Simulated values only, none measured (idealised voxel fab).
Proc. module: voxel double patterning
Square cell edge 5 nm, section width 240 nm, ID cut.
Cross-section = grid of square cells, listed top down in bands; band = one or more rows.
The band entry comprises the height of the band's top followed by the height of its bottom, expressed in nm, and subsequently the band's materials from left to right, each stated together with its width in nm. Where a single material is marked with the word "full width", that material fills the band from edge to edge. The word "air" represents empty space.
Ref level 0: as-received wafer is one material below here. Bottom band extends down with no lower bound ("0 -> down").
Note: "30 to 40" means the width goes from the first number (top row of the band) to the second number (bottom row) in equal steps per row of cells.
You'll sometimes find "nothing changed" written for a step, and that's the way of saying that nowhere in the cross-section did a cell change during that step.
The entry titled "Closed empty spaces" provides the empty spaces that have no open way to the top, restricted to those of 8 cells or more. Each is presented as width x height at distance, the distance being measured from the left edge, with all three in nm.
Text after the settings on a step's line: the simulator's own remark on that step.
"overlay nm", when on a step's line for a step with a mask, measures how far to the right of its planned place the mask lay; a negative measure means to the left.

# The process steps that were planned are listed below
1: RECEIVE [material Si]
2: CONFORMAL_DEP [material SiO2] [thk nm 5]
3: DIRECTIONAL_DEP [material TiN] [thk nm 20]
4: DIRECTIONAL_DEP [material SiN] [thk nm 10]
5: PATTERN [tone open] [mask id FIRST] [material resist] [width nm 15] [pitch nm 50] [thk nm 15] [overlay nm 0]
6: DIRECTIONAL_ETCH [etch materials SiN] [depth nm 10]
7: STRIP [etch materials resist]
8: PATTERN [tone open] [mask id SECOND] [material resist] [width nm 15] [thk nm 15] [overlay nm 0]
9: DIRECTIONAL_ETCH [etch materials SiN] [depth nm 10]
10: STRIP [etch materials resist]
11: DIRECTIONAL_ETCH [etch materials TiN] [depth nm 20]
12: STRIP [etch materials SiN]

# First of two wafers - as planned

# Cross-sectional view of the wafer in its as-received condition, corresponding to the state after step 1
  0 -> down = Si full width
  Closed empty spaces: none

# after step 2
  5 -> 0 = SiO2 full width
  Lower than 0, everything is as it was.

# after step 3
  25 -> 5 = TiN full width
  Lower than 5, everything is as it was.

# after step 4
  35 -> 25 = SiN full width
  Lower than 25, everything is as it was.

# after step 5
  50 -> 35 = 85 resist / 15 air / 35 resist / 15 air / 90 resist
  Lower than 35, everything is as it was.

# after step 6
  50 -> 35 = 85 resist / 15 air / 35 resist / 15 air / 90 resist
  35 -> 25 = 85 SiN / 15 air / 35 SiN / 15 air / 90 SiN
  Lower than 25, everything is as it was.

# after step 7
  35 -> 25 = 85 SiN / 15 air / 35 SiN / 15 air / 90 SiN
  Lower than 25, everything is as it was.

# after step 8
  50 -> 35 = 110 resist / 15 air / 115 resist
  35 -> 25 = 85 SiN / 15 resist / 35 SiN / 15 resist / 90 SiN
  Lower than 25, everything is as it was.

# after step 9
  50 -> 35 = 110 resist / 15 air / 115 resist
  35 -> 25 = 85 SiN / 15 resist / 10 SiN / 15 air / 10 SiN / 15 resist / 90 SiN
  Lower than 25, everything is as it was.

# after step 10
  35 -> 25 = 85 SiN / 15 air / 10 SiN / 15 air / 10 SiN / 15 air / 90 SiN
  Lower than 25, everything is as it was.

# after step 11
  35 -> 25 = 85 SiN / 15 air / 10 SiN / 15 air / 10 SiN / 15 air / 90 SiN
  25 -> 5 = 85 TiN / 15 air / 10 TiN / 15 air / 10 TiN / 15 air / 90 TiN
  Lower than 5, everything is as it was.

# after step 12
  25 -> 5 = 85 TiN / 15 air / 10 TiN / 15 air / 10 TiN / 15 air / 90 TiN
  Lower than 5, everything is as it was.

# It is to be noted that the second wafer proceeded from the same initial state and according to the same plan as the first, although one mistake was committed in its execution; through step 2, inclusive, the two wafers share an identical history

# Cross-section, second wafer, at the end time the plan gives for step 3
  20 -> 5 = TiN full width
  Lower than 5, everything is as it was.

# Cross-section, second wafer, at the end time the plan gives for step 4
  30 -> 20 = SiN full width
  Lower than 20, everything is as it was.

# Cross-section, second wafer, at the end time the plan gives for step 5
  45 -> 30 = 85 resist / 15 air / 35 resist / 15 air / 90 resist
  Lower than 30, everything is as it was.

# Cross-section, second wafer, at the end time the plan gives for step 6
  45 -> 30 = 85 resist / 15 air / 35 resist / 15 air / 90 resist
  30 -> 20 = 85 SiN / 15 air / 35 SiN / 15 air / 90 SiN
  Lower than 20, everything is as it was.

# Cross-section, second wafer, at the end time the plan gives for step 7
  30 -> 20 = 85 SiN / 15 air / 35 SiN / 15 air / 90 SiN
  Lower than 20, everything is as it was.

# Cross-section, second wafer, at the end time the plan gives for step 8
  45 -> 30 = 110 resist / 15 air / 115 resist
  30 -> 20 = 85 SiN / 15 resist / 35 SiN / 15 resist / 90 SiN
  Lower than 20, everything is as it was.

# Cross-section, second wafer, at the end time the plan gives for step 9
  45 -> 30 = 110 resist / 15 air / 115 resist
  30 -> 20 = 85 SiN / 15 resist / 10 SiN / 15 air / 10 SiN / 15 resist / 90 SiN
  Lower than 20, everything is as it was.

# Cross-section, second wafer, at the end time the plan gives for step 10
  30 -> 20 = 85 SiN / 15 air / 10 SiN / 15 air / 10 SiN / 15 air / 90 SiN
  Lower than 20, everything is as it was.

# Cross-section, second wafer, at the end time the plan gives for step 11
  30 -> 20 = 85 SiN / 15 air / 10 SiN / 15 air / 10 SiN / 15 air / 90 SiN
  20 -> 5 = 85 TiN / 15 air / 10 TiN / 15 air / 10 TiN / 15 air / 90 TiN
  Lower than 5, everything is as it was.

# Cross-section, second wafer, at the end time the plan gives for step 12
  20 -> 5 = 85 TiN / 15 air / 10 TiN / 15 air / 10 TiN / 15 air / 90 TiN
  Lower than 5, everything is as it was.
Finding, execution versus plan: contrary to plan, step 3 was performed as DIRECTIONAL_DEP [material TiN] [thk nm 15]
FYI, end of process, the second wafer has more or fewer cells of some materials than the first: TiN -39
